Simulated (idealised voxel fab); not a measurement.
process module | voxel self aligned contacts
cross-section cut | 250 nm wide | cells 5 nm
A cross-section is a grid of square cells, given in bands from the top down. A band is one or more rows of cells.
Each band's line starts with the height of the band's top and of its bottom, in nm. Then come its materials from left to right, each with its width in nm. One material with "throughout" fills the band from edge to edge. "air" is empty space.
Height 0 is the level under which the wafer as received is all one material. The lowest band goes on downwards, as in "0 down".
A width such as "30 to 40" changes by the same amount from each row of cells to the next, from the band's top row to its bottom row.
"no change" after a step means that no cell of the cross-section changed.
closed voids: empty space of 8 cells or more with no open way to the top, each as width x height at its distance from the left edge, in nm
after a step's settings: what the simulator itself notes on the step
overlay nm, on a step with a mask: how far to the right of its planned place the mask lay; to the left if negative
plan
1 op RECEIVE | material Si
2 op OXIDIZE | depth nm 5
3 op DIRECTIONAL_DEP | material polySi | thk nm 20
4 op DIRECTIONAL_DEP | material SiN | thk nm 20
5 op MASKED_ETCH | tone cover | mask id GATE | width nm 35 | pitch nm 60 | etch materials SiN | depth nm 20 | overlay nm 0
6 op MASKED_ETCH | tone cover | mask id GATE | width nm 35 | pitch nm 60 | etch materials polySi | depth nm 20 | overlay nm 0
7 op CONFORMAL_DEP | material SiN | thk nm 5
8 op DIRECTIONAL_ETCH | etch materials SiN | depth nm 5
9 op FILL_DEP | material SiO2 | thk nm 20
10 op CMP | height nm 50
11 op PATTERN | tone open | mask id CONTACT | material resist | width nm 45 | thk nm 15 | overlay nm 0
12 op DIRECTIONAL_ETCH | etch materials SiO2 | depth nm 55
13 op STRIP | etch materials resist
14 op CONFORMAL_DEP | material TiN | thk nm 5
15 op FILL_DEP | material Ru | thk nm 5
16 op CMP | height nm 50
17 op CONFORMAL_DEP | material SiN | thk nm 5
as received, after step 1
  0 down: Si throughout
  closed voids: none
first wafer at the end, as planned
  55 to 50: SiN throughout
  50 to 40: SiO2 100 | TiN 5 to 20 | Ru 35 to 5 | TiN 5 to 20 | SiO2 105
  40 to 20: SiO2 70 | SiN 45 | TiN 5 | Ru 5 | TiN 5 | SiN 45 | SiO2 75
  20 to 0: SiO2 70 | SiN 5 | polySi 35 | SiN 5 | TiN 5 | Ru 5 | TiN 5 | SiN 5 | polySi 35 | SiN 5 | SiO2 75
  0 to -5: SiO2 115 | TiN 15 | SiO2 120
  -5 down: Si throughout
  closed voids: none
second wafer at the end: like start, like plan, one mistake
  55 to 50: SiN throughout
  50 to 40: SiO2 70 | SiN 45 | TiN 5 | Ru 5 | TiN 5 | SiN 45 | SiO2 75
  40 to 25: SiO2 70 | SiN 5 | polySi 35 | SiN 5 | TiN 5 | Ru 5 | TiN 5 | SiN 5 | polySi 35 | SiN 5 | SiO2 75
  25 to 20: SiO2 70 | SiN 5 | polySi 35 | SiN 5 | TiN 15 | SiN 5 | polySi 35 | SiN 5 | SiO2 75
  20 to 0: polySi throughout
  0 to -5: SiO2 throughout
  -5 down: Si throughout
  closed voids: none
what went wrong: step 3 was run twice
at the end the second wafer has, in cells: 11 fewer of Ru | 36 fewer of SiN | 137 fewer of SiO2 | 16 fewer of TiN | 200 more of polySi
